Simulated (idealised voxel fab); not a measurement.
Process module, titled voxel self aligned contacts
In the cross-section labelled cut, the width is 240 nm and each square cell is 5 nm.
A cross-section is written here as square cells arranged in a grid, and it is given in bands from the top down, each band taking up one or more rows of cells. For a band, the entry starts with two heights in nm, that of the top and then that of the bottom, and carries on with the band's materials in order from left to right, each alongside its width in nm; the word "all across" beside a single material means it fills the band edge to edge, and "blank" means empty space. Measure heights from 0. That's the level where, below it, the as-received wafer is all one material. The lowest band is bottomless and extends downward; write it as in "z 0 and below". So if you see something like "30->40" for the width, read it as the top row of the band sitting at the first number and the bottom row at the second, with every row in between moving by the same amount as the last. Given "no alterations made" for a step, no cell of the cross-section differs between before and after that step. What "Enclosed voids" gives you is every empty space of 8 cells or more that is cut off from the top. Each appears as width x height at distance, with the distance taken from the left edge and width, height and distance all in nm. On a step's line, text after the settings is the simulator commenting on that step. Among the settings permitted on a step's line is "overlay nm"; applied to a step with a mask, it specifies the extent to which the mask lay to the right of its planned position, whereas a negative figure signifies a position to the left.

Planned process steps
step 1: op RECEIVE | material Si
step 2: op OXIDIZE | depth nm 5
step 3: op DIRECTIONAL_DEP | material polySi | thk nm 20
step 4: op DIRECTIONAL_DEP | material SiN | thk nm 20
step 5: op DIRECTIONAL_DEP | material aC | thk nm 15
step 6: op PATTERN | tone cover | mask id GATE | material resist | width nm 30 | pitch nm 70 | thk nm 30 | overlay nm 0
step 7: op DIRECTIONAL_ETCH | etch materials aC | depth nm 15
step 8: op STRIP | etch materials resist
step 9: op DIRECTIONAL_ETCH | etch materials SiN | depth nm 20
step 10: op DIRECTIONAL_ETCH | etch materials polySi | depth nm 20
step 11: op STRIP | etch materials aC
step 12: op CONFORMAL_DEP | material SiN | thk nm 10
step 13: op DIRECTIONAL_ETCH | etch materials SiN | depth nm 10
step 14: op FILL_DEP | material SiO2 | thk nm 20
step 15: op CMP | height nm 50
step 16: op PATTERN | tone open | mask id CONTACT | material resist | width nm 50 | thk nm 20 | overlay nm 0
step 17: op DIRECTIONAL_ETCH | etch materials SiO2 | depth nm 55
step 18: op STRIP | etch materials resist
step 19: op CONFORMAL_DEP | material TiN | thk nm 5
step 20: op FILL_DEP | material W | thk nm 10
step 21: op CMP | height nm 50
step 22: op CONFORMAL_DEP | material SiCN | thk nm 5

First out of two wafers; run went to plan

This is the cross-section of the wafer as we received it, i.e. after step 1
	z 0 and below: Si all across
	Enclosed voids: none

After step 2: wafer cross-section
	z 0 to -5: SiO2 all across
	At heights below -5, the structure remains unaltered.

After step 3: wafer cross-section
	z 20 to 0: polySi all across
	At heights below 0, the structure remains unaltered.

After step 4: wafer cross-section
	z 40 to 20: SiN all across
	At heights below 20, the structure remains unaltered.

After step 5: wafer cross-section
	z 55 to 40: aC all across
	At heights below 40, the structure remains unaltered.

After step 6: wafer cross-section
	z 85 to 55: blank 70  resist 30  blank 40  resist 30  blank 70
	At heights below 55, the structure remains unaltered.

After step 7: wafer cross-section
	z 70 to 55: blank 70  resist 30  blank 40  resist 30  blank 70
	z 55 to 40: blank 70  aC 30  blank 40  aC 30  blank 70
	At heights below 40, the structure remains unaltered.

After step 8: wafer cross-section
	z 55 to 40: blank 70  aC 30  blank 40  aC 30  blank 70
	At heights below 40, the structure remains unaltered.

After step 9: wafer cross-section
	z 55 to 40: blank 70  aC 30  blank 40  aC 30  blank 70
	z 40 to 20: blank 70  SiN 30  blank 40  SiN 30  blank 70
	At heights below 20, the structure remains unaltered.

After step 10: wafer cross-section
	z 55 to 40: blank 70  aC 30  blank 40  aC 30  blank 70
	z 40 to 20: blank 70  SiN 30  blank 40  SiN 30  blank 70
	z 20 to 0: blank 70  polySi 30  blank 40  polySi 30  blank 70
	At heights below 0, the structure remains unaltered.

After step 11: wafer cross-section
	z 40 to 20: blank 70  SiN 30  blank 40  SiN 30  blank 70
	At heights below 20, the structure remains unaltered.

After step 12: wafer cross-section
	z 50 to 20: blank 60  SiN 50  blank 20  SiN 50  blank 60
	z 20 to 10: blank 60  SiN 10  polySi 30  SiN 10  blank 20  SiN 10  polySi 30  SiN 10  blank 60
	z 10 to 0: SiN 70  polySi 30  SiN 40  polySi 30  SiN 70
	At heights below 0, the structure remains unaltered.

After step 13: wafer cross-section
	z 40 to 20: blank 60  SiN 50  blank 20  SiN 50  blank 60
	z 20 to 0: blank 60  SiN 10  polySi 30  SiN 10  blank 20  SiN 10  polySi 30  SiN 10  blank 60
	At heights below 0, the structure remains unaltered.

After step 14: wafer cross-section
	z 60 to 40: SiO2 all across
	z 40 to 20: SiO2 60  SiN 50  SiO2 20  SiN 50  SiO2 60
	z 20 to 0: SiO2 60  SiN 10  polySi 30  SiN 10  SiO2 20  SiN 10  polySi 30  SiN 10  SiO2 60
	At heights below 0, the structure remains unaltered.

After step 15: wafer cross-section
	z 50 to 40: SiO2 all across
	At heights below 40, the structure remains unaltered.

After step 16: wafer cross-section
	z 70 to 50: resist 95  blank 50  resist 95
	At heights below 50, the structure remains unaltered.

After step 17: wafer cross-section
	z 70 to 50: resist 95  blank 50  resist 95
	z 50 to 40: SiO2 95  blank 50  SiO2 95
	z 40 to 20: SiO2 60  SiN 50  blank 20  SiN 50  SiO2 60
	z 20 to 0: SiO2 60  SiN 10  polySi 30  SiN 10  blank 20  SiN 10  polySi 30  SiN 10  SiO2 60
	z 0 to -5: SiO2 110  blank 20  SiO2 110
	At heights below -5, the structure remains unaltered.

After step 18: wafer cross-section
	z 50 to 40: SiO2 95  blank 50  SiO2 95
	At heights below 40, the structure remains unaltered.

After step 19: wafer cross-section
	z 55 to 50: TiN 100  blank 40  TiN 100
	z 50 to 40: SiO2 95  TiN 5->20  blank 40->10  TiN 5->20  SiO2 95
	z 40 to 20: SiO2 60  SiN 50  TiN 5  blank 10  TiN 5  SiN 50  SiO2 60
	z 20 to 0: SiO2 60  SiN 10  polySi 30  SiN 10  TiN 5  blank 10  TiN 5  SiN 10  polySi 30  SiN 10  SiO2 60
	z 0 to -5: SiO2 110  TiN 20  SiO2 110
	At heights below -5, the structure remains unaltered.

After step 20: wafer cross-section
	z 65 to 55: W all across
	z 55 to 50: TiN 100  W 40  TiN 100
	z 50 to 40: SiO2 95  TiN 5->20  W 40->10  TiN 5->20  SiO2 95
	z 40 to 20: SiO2 60  SiN 50  TiN 5  W 10  TiN 5  SiN 50  SiO2 60
	z 20 to 0: SiO2 60  SiN 10  polySi 30  SiN 10  TiN 5  W 10  TiN 5  SiN 10  polySi 30  SiN 10  SiO2 60
	At heights below 0, the structure remains unaltered.

After step 21: wafer cross-section
	z 50 to 40: SiO2 95  TiN 5->20  W 40->10  TiN 5->20  SiO2 95
	At heights below 40, the structure remains unaltered.

After step 22: wafer cross-section
	z 55 to 50: SiCN all across
	At heights below 50, the structure remains unaltered.

Notes, second wafer: start = first wafer's, plan = first wafer's, execution had one mistake; history identical to first through step 11

Cross-sectional representation of the second wafer at the time designated in the plan for the completion of step 12: no alterations made

Cross-sectional representation of the second wafer at the time designated in the plan for the completion of step 13
	z 30 to 20: blank 70  SiN 30  blank 40  SiN 30  blank 70
	At heights below 20, the structure remains unaltered.

Cross-sectional representation of the second wafer at the time designated in the plan for the completion of step 14
	z 50 to 30: SiO2 all across
	z 30 to 20: SiO2 70  SiN 30  SiO2 40  SiN 30  SiO2 70
	z 20 to 0: SiO2 70  polySi 30  SiO2 40  polySi 30  SiO2 70
	At heights below 0, the structure remains unaltered.

Cross-sectional representation of the second wafer at the time designated in the plan for the completion of step 15: no alterations made

Cross-sectional representation of the second wafer at the time designated in the plan for the completion of step 16
	z 70 to 50: resist 95  blank 50  resist 95
	At heights below 50, the structure remains unaltered.

Cross-sectional representation of the second wafer at the time designated in the plan for the completion of step 17
	z 70 to 50: resist 95  blank 50  resist 95
	z 50 to 30: SiO2 95  blank 50  SiO2 95
	z 30 to 20: SiO2 70  SiN 30  blank 40  SiN 30  SiO2 70
	z 20 to 0: SiO2 70  polySi 30  blank 40  polySi 30  SiO2 70
	z 0 to -5: SiO2 100  blank 40  SiO2 100
	At heights below -5, the structure remains unaltered.

Cross-sectional representation of the second wafer at the time designated in the plan for the completion of step 18
	z 50 to 30: SiO2 95  blank 50  SiO2 95
	At heights below 30, the structure remains unaltered.

Cross-sectional representation of the second wafer at the time designated in the plan for the completion of step 19
	z 55 to 50: TiN 100  blank 40  TiN 100
	z 50 to 35: SiO2 95  TiN 5  blank 40  TiN 5  SiO2 95
	z 35 to 30: SiO2 95  TiN 10  blank 30  TiN 10  SiO2 95
	z 30 to 20: SiO2 70  SiN 30  TiN 5  blank 30  TiN 5  SiN 30  SiO2 70
	z 20 to 0: SiO2 70  polySi 30  TiN 5  blank 30  TiN 5  polySi 30  SiO2 70
	z 0 to -5: SiO2 100  TiN 40  SiO2 100
	At heights below -5, the structure remains unaltered.

Cross-sectional representation of the second wafer at the time designated in the plan for the completion of step 20
	z 65 to 55: W all across
	z 55 to 50: TiN 100  W 40  TiN 100
	z 50 to 35: SiO2 95  TiN 5  W 40  TiN 5  SiO2 95
	z 35 to 30: SiO2 95  TiN 10  W 30  TiN 10  SiO2 95
	z 30 to 20: SiO2 70  SiN 30  TiN 5  W 30  TiN 5  SiN 30  SiO2 70
	z 20 to 0: SiO2 70  polySi 30  TiN 5  W 30  TiN 5  polySi 30  SiO2 70
	At heights below 0, the structure remains unaltered.

Cross-sectional representation of the second wafer at the time designated in the plan for the completion of step 21
	z 50 to 35: SiO2 95  TiN 5  W 40  TiN 5  SiO2 95
	At heights below 35, the structure remains unaltered.

Cross-sectional representation of the second wafer at the time designated in the plan for the completion of step 22
	z 55 to 50: SiCN all across
	At heights below 50, the structure remains unaltered.
Run error: the run left out plan step 12 entirely, so it was never executed
The final cell counts differ between the wafers, with the second having more or fewer of some materials than the first: 88 fewer of SiN; 48 more of SiO2; 40 more of W
